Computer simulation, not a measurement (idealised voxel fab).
The name of this process module is voxel local oxidation.
Cross-section cut spans 290 nm and uses square cells 5 nm in size.
The cross-sections in this document take the form of a grid made of square cells. They are written out as bands, in order from top to bottom. Each band consists of one or more rows of cells. The entry gives the band's vertical extent as a top height and a bottom height in nm, then its horizontal make-up as materials from left to right, each with a width in nm. "blank" stands for empty space; a single material marked "all across" fills the band edge to edge. Height datum 0, below which the as-received substrate wafer is one material. Lowest band open at the bottom, running downward: "0 down". A width such as "30..40" changes by the same amount from each row of cells to the next, from the band's top row to its bottom row. "nothing different" means the step left every cell of the cross-section as it was. Each empty space that has no open way to the top and spans at least 8 cells appears under "Sealed voids" as width x height at distance, the distance counted from the left edge, all in nm. On a step's line, text after the settings is the simulator commenting on that step. For masked steps, "overlay nm" on the step line gives how far right of plan the mask actually lay; a minus sign means it lay to the left.
## The process steps that were planned are listed below
1) RECEIVE: material Si
2) OXIDIZE: depth nm 5
3) CONFORMAL_DEP: material SiN, thk nm 15
4) DIRECTIONAL_DEP: material aC, thk nm 15
5) PATTERN: tone cover, mask id ACTIVE, material resist, width nm 110, thk nm 35, overlay nm 0
6) DIRECTIONAL_ETCH: etch materials aC, depth nm 15
7) STRIP: etch materials resist
8) DIRECTIONAL_ETCH: etch materials SiN, depth nm 15
9) STRIP: etch materials aC
10) SELECTIVE_ETCH: etch materials SiO2, depth nm 5
11) OXIDIZE: depth nm 15
12) STRIP: etch materials SiN
## Cross-section of the wafer upon arrival, representing the state reached after step 1
    0 down  Si all across
    Sealed voids: none
## Cross-section: first of two wafers, module finished, run according to plan
    0 to -5  blank: 95 / SiO2: 100 / blank: 95
    -5 to -20  SiO2: 110 / Si: 70 / SiO2: 110
    -20 down  Si all across
    Sealed voids: none
## Cross-sectional view: second of two wafers, end of module; start and plan identical to the first, one mistake in running
    25 to 15  SiO2 all across
    15 to 0  SiN all across
    0 to -5  SiO2 all across
    -5 down  Si all across
    Sealed voids: none
What was done differently from what was planned? step 4 ran as: DIRECTIONAL_DEP: material SiO2, thk nm 15
Once processing is complete, comparing cell counts shows that the second wafer has more or fewer of certain materials than the first: Si: 132 more, SiN: 174 more, SiO2: 22 more
